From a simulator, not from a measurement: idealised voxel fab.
You're looking at the process module voxel capacitor over wiring.
The cross-section shown here is cut; it is 220 nm wide and divided into square cells measuring 5 nm on a side.
If you're reading a cross-section in this doc, picture square cells in a grid; it comes to you as bands, top ones listed first down to the bottom, and a band can be one or more rows of cells.
Top, bottom (nm), then materials left to right with widths (nm); lone material tagged "throughout" fills the whole band edge to edge; "blank" = empty space.
Heights from 0 (as-received wafer is one material below). Bottom band endless downward, as "0..down".
Per-row width for "30..40": begins at first number (top row of band), ends at second number (bottom row), increment between rows held constant.
"left unchanged" -> step changed no cross-section cell.
Look at "Cavities, sealed" for the closed voids: empty spaces with no open path to the top, sized 8 cells or up. Each is width x height at distance, distance from the left edge, all nm.
Post-settings text on a step line: simulator's own remark regarding the step.
overlay nm: on a step with a mask, how far right of its planned place the mask lay; negative means left.
Steps in the process plan
- 1: RECEIVE with material Si
- 2: CONFORMAL_DEP with material SiO2, thk nm 10
- 3: DIRECTIONAL_DEP with material TiN, thk nm 5
- 4: DIRECTIONAL_DEP with material Ru, thk nm 15
- 5: DIRECTIONAL_DEP with material aC, thk nm 15
- 6: PATTERN with tone cover, mask id METAL_1, material resist, width nm 30, pitch nm 90, thk nm 35, overlay nm 0
- 7: DIRECTIONAL_ETCH with etch materials aC, depth nm 15
- 8: STRIP with etch materials resist
- 9: DIRECTIONAL_ETCH with etch materials Ru, depth nm 15
- 10: DIRECTIONAL_ETCH with etch materials TiN, depth nm 5
- 11: STRIP with etch materials aC
- 12: CONFORMAL_DEP with material SiN, thk nm 5
- 13: FILL_DEP with material lowk, thk nm 5
- 14: CMP with height nm 30
- 15: CONFORMAL_DEP with material SiCN, thk nm 5
- 16: DIRECTIONAL_DEP with material SiO2, thk nm 10
- 17: PATTERN with tone open, mask id PLUG_1, material resist, width nm 15, thk nm 15, overlay nm 0
- 18: DIRECTIONAL_ETCH with etch materials SiO2, depth nm 10
- 19: DIRECTIONAL_ETCH with etch materials SiCN, depth nm 5
- 20: STRIP with etch materials resist
- 21: CONFORMAL_DEP with material TiN, thk nm 5
- 22: FILL_DEP with material Cu, thk nm 5
- 23: CMP with height nm 45
- 24: DIRECTIONAL_DEP with material TiN, thk nm 10
- 25: DIRECTIONAL_DEP with material SiN, thk nm 5
- 26: DIRECTIONAL_DEP with material TiN, thk nm 5
- 27: MASKED_ETCH with tone cover, mask id UPPER_PLATE, width nm 65, etch materials TiN, depth nm 5, overlay nm 0
- 28: MASKED_ETCH with tone cover, mask id UPPER_PLATE, width nm 65, etch materials SiN, depth nm 5, overlay nm 0
- 29: DIRECTIONAL_DEP with material aC, thk nm 15
- 30: PATTERN with tone cover, mask id LOWER_PLATE, material resist, width nm 75, thk nm 35, overlay nm 0
- 31: DIRECTIONAL_ETCH with etch materials aC, depth nm 15
- 32: STRIP with etch materials resist
- 33: DIRECTIONAL_ETCH with etch materials TiN, depth nm 10
- 34: STRIP with etch materials aC
- 35: FILL_DEP with material SiO2, thk nm 15
- 36: CMP with height nm 75
- 37: MASKED_ETCH with tone open, mask id PLUG_2, width nm 15, etch materials SiO2, depth nm 10, overlay nm 0
- 38: CONFORMAL_DEP with material TiN, thk nm 5
- 39: FILL_DEP with material Ru, thk nm 5
- 40: CMP with height nm 75
- 41: CONFORMAL_DEP with material SiCN, thk nm 5
Wafer at receipt (post step 1), cross-section
* 0..down  Si throughout
* Cavities, sealed: none
Here's the wafer cut in cross-section after the module, started and planned just like above, except one thing was done wrong in the run
* 80..75  SiCN throughout
* 75..70  75 nm SiO2, 5 nm TiN, 5 nm Ru, 5 nm TiN, 130 nm SiO2
* 70..65  75 nm SiO2, 15 nm TiN, 130 nm SiO2
* 65..60  SiO2 throughout
* 60..55  65 nm SiO2, 65 nm SiN, 90 nm SiO2
* 55..45  60 nm SiO2, 75 nm TiN, 85 nm SiO2
* 45..35  65 nm SiO2, 5 nm TiN, 5 nm Cu, 5 nm TiN, 140 nm SiO2
* 35..30  65 nm SiCN, 15 nm TiN, 140 nm SiCN
* 30..15  45 nm lowk, 5 nm SiN, 30 nm Ru, 5 nm SiN, 50 nm lowk, 5 nm SiN, 30 nm Ru, 5 nm SiN, 45 nm lowk
* 15..10  50 nm SiN, 30 nm TiN, 60 nm SiN, 30 nm TiN, 50 nm SiN
* 10..0  SiO2 throughout
* 0..down  Si throughout
* Cavities, sealed: none
Nonconformance to the process plan: step 26 of the plan was excluded from execution and never run
